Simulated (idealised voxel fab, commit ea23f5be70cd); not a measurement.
process module | voxel capacitor over wiring
cross-section cut | 225 nm wide | cells 5 nm
A cross-section is a grid of square cells, given in bands from the top down. A band is one or more rows of cells.
Each band's line starts with the height of the band's top and of its bottom, in nm. Then come its materials from left to right, each with its width in nm. One material with "throughout" fills the band from edge to edge. "air" is empty space.
Height 0 is the level under which the wafer as received is all one material. The lowest band goes on downwards, as in "0 down".
A width such as "30 to 40" changes by the same amount from each row of cells to the next, from the band's top row to its bottom row.
"no change" after a step means that no cell of the cross-section changed.
closed voids: empty space of 8 cells or more with no open way to the top, each as width x height at its distance from the left edge, in nm
after a step's settings: what the simulator itself notes on the step
overlay nm, on a step with a mask: how far to the right of its planned place the mask lay; to the left if negative
plan
1 op RECEIVE | material Si
2 op CONFORMAL_DEP | material SiO2 | thk nm 15
3 op CONFORMAL_DEP | material SiCN | thk nm 5
4 op DIRECTIONAL_DEP | material SiO2 | thk nm 20
5 op MASKED_ETCH | tone open | mask id METAL_1 | width nm 30 | pitch nm 90 | etch materials SiO2 | depth nm 20 | overlay nm 0
6 op MASKED_ETCH | tone open | mask id METAL_1 | width nm 30 | pitch nm 90 | etch materials SiCN | depth nm 5 | overlay nm 0
7 op CONFORMAL_DEP | material TiN | thk nm 5
8 op FILL_DEP | material Cu | thk nm 10
9 op CMP | height nm 40
10 op CONFORMAL_DEP | material SiCN | thk nm 5
11 op DIRECTIONAL_DEP | material lowk | thk nm 15
12 op DIRECTIONAL_DEP | material aC | thk nm 10
13 op PATTERN | tone open | mask id PLUG_1 | material resist | width nm 15 | thk nm 30 | overlay nm 0
14 op DIRECTIONAL_ETCH | etch materials aC | depth nm 10
15 op STRIP | etch materials resist
16 op DIRECTIONAL_ETCH | etch materials lowk | depth nm 15
17 op DIRECTIONAL_ETCH | etch materials SiCN | depth nm 5
18 op STRIP | etch materials aC
19 op CONFORMAL_DEP | material TiN | thk nm 5
20 op FILL_DEP | material Ru | thk nm 5
21 op CMP | height nm 60
22 op DIRECTIONAL_DEP | material TiN | thk nm 5
23 op DIRECTIONAL_DEP | material SiN | thk nm 5
24 op DIRECTIONAL_DEP | material TiN | thk nm 5
25 op DIRECTIONAL_DEP | material aC | thk nm 10
26 op PATTERN | tone cover | mask id UPPER_PLATE | material resist | width nm 65 | thk nm 25 | overlay nm 0
27 op DIRECTIONAL_ETCH | etch materials aC | depth nm 10
28 op STRIP | etch materials resist
29 op DIRECTIONAL_ETCH | etch materials TiN | depth nm 5
30 op DIRECTIONAL_ETCH | etch materials SiN | depth nm 5
31 op STRIP | etch materials aC
32 op MASKED_ETCH | tone cover | mask id LOWER_PLATE | width nm 75 | etch materials TiN | depth nm 5 | overlay nm 0
33 op FILL_DEP | material SiO2 | thk nm 20
34 op CMP | height nm 90
35 op PATTERN | tone open | mask id PLUG_2 | material resist | width nm 15 | thk nm 20 | overlay nm 0
36 op DIRECTIONAL_ETCH | etch materials SiO2 | depth nm 15
37 op STRIP | etch materials resist
38 op CONFORMAL_DEP | material TiN | thk nm 5
39 op FILL_DEP | material Ru | thk nm 5
40 op CMP | height nm 90
41 op CONFORMAL_DEP | material SiCN | thk nm 5
first wafer, as planned
as received, after step 1
  0 down: Si throughout
  closed voids: none
after step 2
  15 to 0: SiO2 throughout
  below 0: unchanged
after step 3
  20 to 15: SiCN throughout
  below 15: unchanged
after step 4
  40 to 20: SiO2 throughout
  below 20: unchanged
after step 5
  40 to 20: SiO2 50 | air 30 | SiO2 60 | air 30 | SiO2 55
  below 20: unchanged
after step 6
  40 to 20: SiO2 50 | air 30 | SiO2 60 | air 30 | SiO2 55
  20 to 15: SiCN 50 | air 30 | SiCN 60 | air 30 | SiCN 55
  below 15: unchanged
after step 7
  45 to 40: TiN 55 | air 20 | TiN 70 | air 20 | TiN 60
  40 to 20: SiO2 50 | TiN 5 | air 20 | TiN 5 | SiO2 60 | TiN 5 | air 20 | TiN 5 | SiO2 55
  20 to 15: SiCN 50 | TiN 30 | SiCN 60 | TiN 30 | SiCN 55
  below 15: unchanged
after step 8
  55 to 45: Cu throughout
  45 to 40: TiN 55 | Cu 20 | TiN 70 | Cu 20 | TiN 60
  40 to 20: SiO2 50 | TiN 5 | Cu 20 | TiN 5 | SiO2 60 | TiN 5 | Cu 20 | TiN 5 | SiO2 55
  below 20: unchanged
after step 9
  40 to 20: SiO2 50 | TiN 5 | Cu 20 | TiN 5 | SiO2 60 | TiN 5 | Cu 20 | TiN 5 | SiO2 55
  below 20: unchanged
after step 10
  45 to 40: SiCN throughout
  below 40: unchanged
after step 11
  60 to 45: lowk throughout
  below 45: unchanged
after step 12
  70 to 60: aC throughout
  below 60: unchanged
after step 13
  100 to 70: resist 65 | air 15 | resist 145
  below 70: unchanged
after step 14
  90 to 70: resist 65 | air 15 | resist 145
  70 to 60: aC 65 | air 15 | aC 145
  below 60: unchanged
after step 15
  70 to 60: aC 65 | air 15 | aC 145
  below 60: unchanged
after step 16
  70 to 60: aC 65 | air 15 | aC 145
  60 to 45: lowk 65 | air 15 | lowk 145
  below 45: unchanged
after step 17
  70 to 60: aC 65 | air 15 | aC 145
  60 to 45: lowk 65 | air 15 | lowk 145
  45 to 40: SiCN 65 | air 15 | SiCN 145
  below 40: unchanged
after step 18
  60 to 45: lowk 65 | air 15 | lowk 145
  below 45: unchanged
after step 19
  65 to 60: TiN 70 | air 5 | TiN 150
  60 to 45: lowk 65 | TiN 5 | air 5 | TiN 5 | lowk 145
  45 to 40: SiCN 65 | TiN 15 | SiCN 145
  below 40: unchanged
after step 20
  70 to 65: Ru throughout
  65 to 60: TiN 70 | Ru 5 | TiN 150
  60 to 45: lowk 65 | TiN 5 | Ru 5 | TiN 5 | lowk 145
  below 45: unchanged
after step 21
  60 to 45: lowk 65 | TiN 5 | Ru 5 | TiN 5 | lowk 145
  below 45: unchanged
after step 22
  65 to 60: TiN throughout
  below 60: unchanged
after step 23
  70 to 65: SiN throughout
  below 65: unchanged
after step 24
  75 to 70: TiN throughout
  below 70: unchanged
after step 25
  85 to 75: aC throughout
  below 75: unchanged
after step 26
  110 to 85: air 65 | resist 65 | air 95
  below 85: unchanged
after step 27
  100 to 85: air 65 | resist 65 | air 95
  85 to 75: air 65 | aC 65 | air 95
  below 75: unchanged
after step 28
  85 to 75: air 65 | aC 65 | air 95
  below 75: unchanged
after step 29
  85 to 75: air 65 | aC 65 | air 95
  75 to 70: air 65 | TiN 65 | air 95
  below 70: unchanged
after step 30
  85 to 75: air 65 | aC 65 | air 95
  75 to 70: air 65 | TiN 65 | air 95
  70 to 65: air 65 | SiN 65 | air 95
  below 65: unchanged
after step 31
  75 to 70: air 65 | TiN 65 | air 95
  below 70: unchanged
after step 32
  75 to 70: air 65 | TiN 65 | air 95
  70 to 65: air 65 | SiN 65 | air 95
  65 to 60: air 60 | TiN 75 | air 90
  below 60: unchanged
after step 33
  95 to 75: SiO2 throughout
  75 to 70: SiO2 65 | TiN 65 | SiO2 95
  70 to 65: SiO2 65 | SiN 65 | SiO2 95
  65 to 60: SiO2 60 | TiN 75 | SiO2 90
  below 60: unchanged
after step 34
  90 to 75: SiO2 throughout
  below 75: unchanged
after step 35
  110 to 90: resist 75 | air 15 | resist 135
  below 90: unchanged
after step 36
  110 to 90: resist 75 | air 15 | resist 135
  90 to 75: SiO2 75 | air 15 | SiO2 135
  below 75: unchanged
after step 37
  90 to 75: SiO2 75 | air 15 | SiO2 135
  below 75: unchanged
after step 38
  95 to 90: TiN 80 | air 5 | TiN 140
  90 to 80: SiO2 75 | TiN 5 | air 5 | TiN 5 | SiO2 135
  80 to 70: SiO2 75 to 65 | TiN 15 to 65 | SiO2 135 to 95
  below 70: unchanged
after step 39
  100 to 95: Ru throughout
  95 to 90: TiN 80 | Ru 5 | TiN 140
  90 to 80: SiO2 75 | TiN 5 | Ru 5 | TiN 5 | SiO2 135
  below 80: unchanged
after step 40
  90 to 80: SiO2 75 | TiN 5 | Ru 5 | TiN 5 | SiO2 135
  below 80: unchanged
after step 41
  95 to 90: SiCN throughout
  below 90: unchanged
second wafer: like start, like plan, one mistake. Through step 34 it matches the first wafer
when step 35 should have ended
  110 to 90: resist 85 | air 15 | resist 125
  below 90: unchanged
when step 36 should have ended
  110 to 90: resist 85 | air 15 | resist 125
  90 to 75: SiO2 85 | air 15 | SiO2 125
  below 75: unchanged
when step 37 should have ended
  90 to 75: SiO2 85 | air 15 | SiO2 125
  below 75: unchanged
when step 38 should have ended
  95 to 90: TiN 90 | air 5 | TiN 130
  90 to 80: SiO2 85 | TiN 5 | air 5 | TiN 5 | SiO2 125
  80 to 70: SiO2 85 to 65 | TiN 15 to 65 | SiO2 125 to 95
  below 70: unchanged
when step 39 should have ended
  100 to 95: Ru throughout
  95 to 90: TiN 90 | Ru 5 | TiN 130
  90 to 80: SiO2 85 | TiN 5 | Ru 5 | TiN 5 | SiO2 125
  below 80: unchanged
when step 40 should have ended
  90 to 80: SiO2 85 | TiN 5 | Ru 5 | TiN 5 | SiO2 125
  below 80: unchanged
when step 41 should have ended
  95 to 90: SiCN throughout
  below 90: unchanged
what went wrong: step 35 ran as: op PATTERN | tone open | mask id PLUG_2 | material resist | width nm 15 | thk nm 20 | overlay nm 10
at the end the second wafer has, in cells: as many of each material as the first, in other places
